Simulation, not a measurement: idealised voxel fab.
A process module follows: voxel tone inversion.
Displayed cross-section: cut, width of 240 nm, square cells sized 5 nm.
Just so we're on the same page, the cross-sections are grids of square cells, and they're listed out in bands top to bottom, each band one or more rows deep.
This entry defines a band. It first specifies the height of the band's top and the height of its bottom in nm, and then specifies the band's materials from left to right, stating each material with its width in nm. The word "edge to edge" identifies a single material that fills the band from edge to edge, while the word "empty" identifies empty space.
Height 0 is the level under which the wafer as received is all one material. The lowest band goes on downwards, as in "top 0, no bottom".
The width entry "30..40" should be interpreted row by row: the top row of cells in the band takes the first number, the bottom row takes the second number, and the change between adjacent rows is uniform throughout.
Basically "identical to before" means that step didn't change any cell in the cross-section.
In the "Enclosed void inventory" entry, you get each enclosed empty space of 8 cells or more, one with no open way to the top, written width x height at distance, distance from the left edge, in nm.
What comes after the settings on a step's line is commentary from the simulator itself on that step.
A step line may carry the setting "overlay nm", which, for steps involving a mask, states the distance by which the mask lay to the right of its intended position; negative values denote displacement to the left.
### This section lists the process steps that were planned
1,RECEIVE: material Si
2,CONFORMAL_DEP: material SiN, thk nm 5
3,DIRECTIONAL_DEP: material polySi, thk nm 20
4,PATTERN: tone cover, mask id POSTS, material resist, width nm 15, pitch nm 45, thk nm 25, overlay nm 0
5,DIRECTIONAL_ETCH: etch materials polySi, depth nm 20
6,STRIP: etch materials resist
7,FILL_DEP: material lowk, thk nm 10
8,CMP: height nm 25
9,STRIP: etch materials polySi
10,CONFORMAL_DEP: material TiN, thk nm 5
11,FILL_DEP: material Cu, thk nm 10
12,CMP: height nm 25
13,CONFORMAL_DEP: material SiCN, thk nm 5
### Received-state cross-section, reflecting completion of step 1
    top 0, no bottom | Si edge to edge
    Enclosed void inventory: none
### Looking at the first of two wafers in cross-section at end of module - ran to plan
    top 30, bottom 25 | SiCN edge to edge
    top 25, bottom 10 | lowk=45, then TiN=5, then Cu=5, then TiN=5, then lowk=30, then TiN=5, then Cu=5, then TiN=5, then lowk=30, then TiN=5, then Cu=5, then TiN=5, then lowk=30, then TiN=5, then Cu=5, then TiN=5, then lowk=45
    top 10, bottom 5 | lowk=45, then TiN=15, then lowk=30, then TiN=15, then lowk=30, then TiN=15, then lowk=30, then TiN=15, then lowk=45
    top 5, bottom 0 | SiN edge to edge
    top 0, no bottom | Si edge to edge
    Enclosed void inventory: none
### Second wafer of the two, sectioned at the end of the module. It began like the first and followed the same plan, but one mistake was made while running it
    top 45, bottom 40 | SiCN edge to edge
    top 40, bottom 30 | Cu edge to edge
    top 30, bottom 25 | TiN=50, then Cu=5, then TiN=40, then Cu=5, then TiN=40, then Cu=5, then TiN=40, then Cu=5, then TiN=50
    top 25, bottom 10 | lowk=45, then TiN=5, then Cu=5, then TiN=5, then lowk=30, then TiN=5, then Cu=5, then TiN=5, then lowk=30, then TiN=5, then Cu=5, then TiN=5, then lowk=30, then TiN=5, then Cu=5, then TiN=5, then lowk=45
    top 10, bottom 5 | lowk=45, then TiN=15, then lowk=30, then TiN=15, then lowk=30, then TiN=15, then lowk=30, then TiN=15, then lowk=45
    top 5, bottom 0 | SiN edge to edge
    top 0, no bottom | Si edge to edge
    Enclosed void inventory: none
Misprocessing identified: heads up, step 12 of the plan was skipped and never actually ran
Final wafer comparison in cells, second versus first, more or fewer per material: +100 Cu; +44 TiN
